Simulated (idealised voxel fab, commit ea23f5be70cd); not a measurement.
This is a process module. Its name is voxel trench capacitor.
Cross-sectional view cut (width: 255 nm; square cell size: 5 nm).
Just so we're on the same page, the cross-sections are grids of square cells, and they're listed out in bands top to bottom, each band one or more rows deep.
Heights first: top, then bottom, in nm. Then materials, left to right, each with a width in nm. "full width" on a single material: fills the band edge to edge. "empty": empty space.
Zero point of the height axis is 0; under it, received wafer = one material. Lowest band: continues down indefinitely, "0 down".
Graded width ("30->40"): value in top row of band = first number; value in bottom row = second number; row-to-row change constant.
Basically "nothing got changed" means that step didn't change any cell in the cross-section.
Empty spaces without an open route to the top, at least 8 cells in extent, make up the entry "Fully sealed cavities"; each is given as width x height at distance, where the distance is measured from the left edge, and all are in nm.
Formally, on a step line, whatever follows the settings is a remark that the simulator itself makes on the step.
The setting "overlay nm" may be written on the line of a step. When the step uses a mask, the value reports how far to the right of the planned place the mask lay, and a negative value reports that it lay to the left.

So here's the lineup of process steps we planned
1,RECEIVE (material Si)
2,CONFORMAL_DEP (material SiN; thk nm 10)
3,DIRECTIONAL_DEP (material aC; thk nm 15)
4,PATTERN (tone open; mask id TRENCH; material resist; width nm 20; pitch nm 45; thk nm 30; overlay nm 0)
5,DIRECTIONAL_ETCH (etch materials aC; depth nm 15)
6,STRIP (etch materials resist)
7,DIRECTIONAL_ETCH (etch materials SiN; depth nm 10)
8,DIRECTIONAL_ETCH (etch materials Si; depth nm 30)
9,STRIP (etch materials aC)
10,CONFORMAL_DEP (material SiO2; thk nm 5)
11,FILL_DEP (material polySi; thk nm 10)
12,CMP (height nm 10)

First out of two wafers; run went to plan

Incoming wafer in cross-section (state: after step 1)
- 0 down: Si full width
- Fully sealed cavities: none

Cross-section of the wafer subsequent to step 2
- 10 to 0: SiN full width
- Whatever lies below 0 is exactly as it was before.

Cross-section of the wafer subsequent to step 3
- 25 to 10: aC full width
- Whatever lies below 10 is exactly as it was before.

Cross-section of the wafer subsequent to step 4
- 55 to 25: resist=50  empty=20  resist=25  empty=20  resist=25  empty=20  resist=25  empty=20  resist=50
- Whatever lies below 25 is exactly as it was before.

Cross-section of the wafer subsequent to step 5
- 40 to 25: resist=50  empty=20  resist=25  empty=20  resist=25  empty=20  resist=25  empty=20  resist=50
- 25 to 10: aC=50  empty=20  aC=25  empty=20  aC=25  empty=20  aC=25  empty=20  aC=50
- Whatever lies below 10 is exactly as it was before.

Cross-section of the wafer subsequent to step 6
- 25 to 10: aC=50  empty=20  aC=25  empty=20  aC=25  empty=20  aC=25  empty=20  aC=50
- Whatever lies below 10 is exactly as it was before.

Cross-section of the wafer subsequent to step 7
- 25 to 10: aC=50  empty=20  aC=25  empty=20  aC=25  empty=20  aC=25  empty=20  aC=50
- 10 to 0: SiN=50  empty=20  SiN=25  empty=20  SiN=25  empty=20  SiN=25  empty=20  SiN=50
- Whatever lies below 0 is exactly as it was before.

Cross-section of the wafer subsequent to step 8
- 25 to 10: aC=50  empty=20  aC=25  empty=20  aC=25  empty=20  aC=25  empty=20  aC=50
- 10 to 0: SiN=50  empty=20  SiN=25  empty=20  SiN=25  empty=20  SiN=25  empty=20  SiN=50
- 0 to -30: Si=50  empty=20  Si=25  empty=20  Si=25  empty=20  Si=25  empty=20  Si=50
- Whatever lies below -30 is exactly as it was before.

Cross-section of the wafer subsequent to step 9
- 10 to 0: SiN=50  empty=20  SiN=25  empty=20  SiN=25  empty=20  SiN=25  empty=20  SiN=50
- Whatever lies below 0 is exactly as it was before.

Cross-section of the wafer subsequent to step 10
- 15 to 10: SiO2=55  empty=10  SiO2=35  empty=10  SiO2=35  empty=10  SiO2=35  empty=10  SiO2=55
- 10 to 0: SiN=50  SiO2=5  empty=10  SiO2=5  SiN=25  SiO2=5  empty=10  SiO2=5  SiN=25  SiO2=5  empty=10  SiO2=5  SiN=25  SiO2=5  empty=10  SiO2=5  SiN=50
- 0 to -25: Si=50  SiO2=5  empty=10  SiO2=5  Si=25  SiO2=5  empty=10  SiO2=5  Si=25  SiO2=5  empty=10  SiO2=5  Si=25  SiO2=5  empty=10  SiO2=5  Si=50
- -25 to -30: Si=50  SiO2=20  Si=25  SiO2=20  Si=25  SiO2=20  Si=25  SiO2=20  Si=50
- Whatever lies below -30 is exactly as it was before.

Cross-section of the wafer subsequent to step 11
- 25 to 15: polySi full width
- 15 to 10: SiO2=55  polySi=10  SiO2=35  polySi=10  SiO2=35  polySi=10  SiO2=35  polySi=10  SiO2=55
- 10 to 0: SiN=50  SiO2=5  polySi=10  SiO2=5  SiN=25  SiO2=5  polySi=10  SiO2=5  SiN=25  SiO2=5  polySi=10  SiO2=5  SiN=25  SiO2=5  polySi=10  SiO2=5  SiN=50
- 0 to -25: Si=50  SiO2=5  polySi=10  SiO2=5  Si=25  SiO2=5  polySi=10  SiO2=5  Si=25  SiO2=5  polySi=10  SiO2=5  Si=25  SiO2=5  polySi=10  SiO2=5  Si=50
- Whatever lies below -25 is exactly as it was before.

Cross-section of the wafer subsequent to step 12
- 10 to 0: SiN=50  SiO2=5  polySi=10  SiO2=5  SiN=25  SiO2=5  polySi=10  SiO2=5  SiN=25  SiO2=5  polySi=10  SiO2=5  SiN=25  SiO2=5  polySi=10  SiO2=5  SiN=50
- Whatever lies below 0 is exactly as it was before.

Now the other wafer: same start, same recipe, but we messed up one thing when running it. Up to and including step 7 it's the same as the first one

When step 8 should have ended
- 10 to 0: SiN=50  empty=20  SiN=25  empty=20  SiN=25  empty=20  SiN=25  empty=20  SiN=50
- Whatever lies below 0 is exactly as it was before.

When step 9 should have ended
- 10 to 0: SiN=50  empty=20  SiN=25  empty=20  SiN=25  empty=20  SiN=25  empty=20  SiN=50
- 0 to -30: Si=50  empty=20  Si=25  empty=20  Si=25  empty=20  Si=25  empty=20  Si=50
- Whatever lies below -30 is exactly as it was before.

When step 10 should have ended
- 15 to 10: SiO2=55  empty=10  SiO2=35  empty=10  SiO2=35  empty=10  SiO2=35  empty=10  SiO2=55
- 10 to 0: SiN=50  SiO2=5  empty=10  SiO2=5  SiN=25  SiO2=5  empty=10  SiO2=5  SiN=25  SiO2=5  empty=10  SiO2=5  SiN=25  SiO2=5  empty=10  SiO2=5  SiN=50
- 0 to -25: Si=50  SiO2=5  empty=10  SiO2=5  Si=25  SiO2=5  empty=10  SiO2=5  Si=25  SiO2=5  empty=10  SiO2=5  Si=25  SiO2=5  empty=10  SiO2=5  Si=50
- -25 to -30: Si=50  SiO2=20  Si=25  SiO2=20  Si=25  SiO2=20  Si=25  SiO2=20  Si=50
- Whatever lies below -30 is exactly as it was before.

When step 11 should have ended
- 25 to 15: polySi full width
- 15 to 10: SiO2=55  polySi=10  SiO2=35  polySi=10  SiO2=35  polySi=10  SiO2=35  polySi=10  SiO2=55
- 10 to 0: SiN=50  SiO2=5  polySi=10  SiO2=5  SiN=25  SiO2=5  polySi=10  SiO2=5  SiN=25  SiO2=5  polySi=10  SiO2=5  SiN=25  SiO2=5  polySi=10  SiO2=5  SiN=50
- 0 to -25: Si=50  SiO2=5  polySi=10  SiO2=5  Si=25  SiO2=5  polySi=10  SiO2=5  Si=25  SiO2=5  polySi=10  SiO2=5  Si=25  SiO2=5  polySi=10  SiO2=5  Si=50
- Whatever lies below -25 is exactly as it was before.

When step 12 should have ended
- 10 to 0: SiN=50  SiO2=5  polySi=10  SiO2=5  SiN=25  SiO2=5  polySi=10  SiO2=5  SiN=25  SiO2=5  polySi=10  SiO2=5  SiN=25  SiO2=5  polySi=10  SiO2=5  SiN=50
- Whatever lies below 0 is exactly as it was before.
what went wrong: step 8 ran in the slot meant for step 9, and vice versa
Given identical final cross-sections on the two wafers, the mistake has no effect on any quantity computed by this model.
